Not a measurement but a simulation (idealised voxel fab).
voxel ribs on slabs: a process module
Shown is cross-section cut, with a width of 275 nm and square cells of size 5 nm.
In what follows, cross-sections appear as grids of square cells, described through bands that run from the top down, where every band is one or more rows of cells. In this notation a band is specified by the heights of its top and bottom, in that order and in nm, after which its materials appear from left to right, each paired with its width in nm. The word "all across" attached to a single material means that material fills the band from edge to edge; the word "air" stands for empty space. Counting heights begins at 0, where everything beneath is, in the wafer as received, one material. The lowest band has no bottom; it goes on downwards, as "z 0 and below" shows. Graded width ("30..40"): value in top row of band = first number; value in bottom row = second number; row-to-row change constant. Reading "all unchanged" for a step: not a cell of the cross-section changed in it. If an empty space has no open way to the top and is at least 8 cells in size, "Voids lacking openings" lists it, written width x height at distance, where distance is measured from the left edge and every value is in nm. That trailing text on a step's line, after the settings, is the simulator's own remark on the step. "overlay nm" denotes, for a step that has a mask, the displacement of the mask to the right of its planned place, with negative values corresponding to the left.

## Below is the list of planned process steps
| 1 | op RECEIVE | material Si |
| 2 | op DIRECTIONAL_DEP | material SiO2 | thk nm 20 |
| 3 | op DIRECTIONAL_DEP | material SiN | thk nm 15 |
| 4 | op PATTERN | tone cover | mask id RIB | material resist | width nm 25 | thk nm 20 | overlay nm 0 |
| 5 | op DIRECTIONAL_ETCH | etch materials SiN | depth nm 10 |
| 6 | op STRIP | etch materials resist |
| 7 | op DIRECTIONAL_DEP | material aC | thk nm 10 |
| 8 | op PATTERN | tone cover | mask id SLAB | material resist | width nm 75 | thk nm 25 | overlay nm 0 |
| 9 | op DIRECTIONAL_ETCH | etch materials aC | depth nm 10 |
| 10 | op STRIP | etch materials resist |
| 11 | op DIRECTIONAL_ETCH | etch materials SiN | depth nm 5 |
| 12 | op STRIP | etch materials aC |
| 13 | op FILL_DEP | material SiO2 | thk nm 30 |
| 14 | op CMP | height nm 55 |
| 15 | op DIRECTIONAL_DEP | material TiN | thk nm 10 |
| 16 | op PATTERN | tone cover | mask id HEATER | material resist | width nm 35 | thk nm 15 | overlay nm 0 |
| 17 | op DIRECTIONAL_ETCH | etch materials TiN | depth nm 10 |
| 18 | op STRIP | etch materials resist |
| 19 | op CONFORMAL_DEP | material SiN | thk nm 5 |

## This is the cross-section of the wafer as we received it, i.e. after step 1
* z 0 and below = Si all across
* Voids lacking openings: none

## Result of the module, cross-sectioned: start per above, plan per above, one error in how it was run
* z 65 to 55 = 120 air; 35 TiN; 120 air
* z 55 to 35 = SiO2 all across
* z 35 to 25 = 125 SiO2; 25 SiN; 125 SiO2
* z 25 to 20 = 100 SiO2; 75 SiN; 100 SiO2
* z 20 to 0 = SiO2 all across
* z 0 and below = Si all across
* Voids lacking openings: none
Want to know what went wrong? step 19 of the plan did not run at all; it was left out
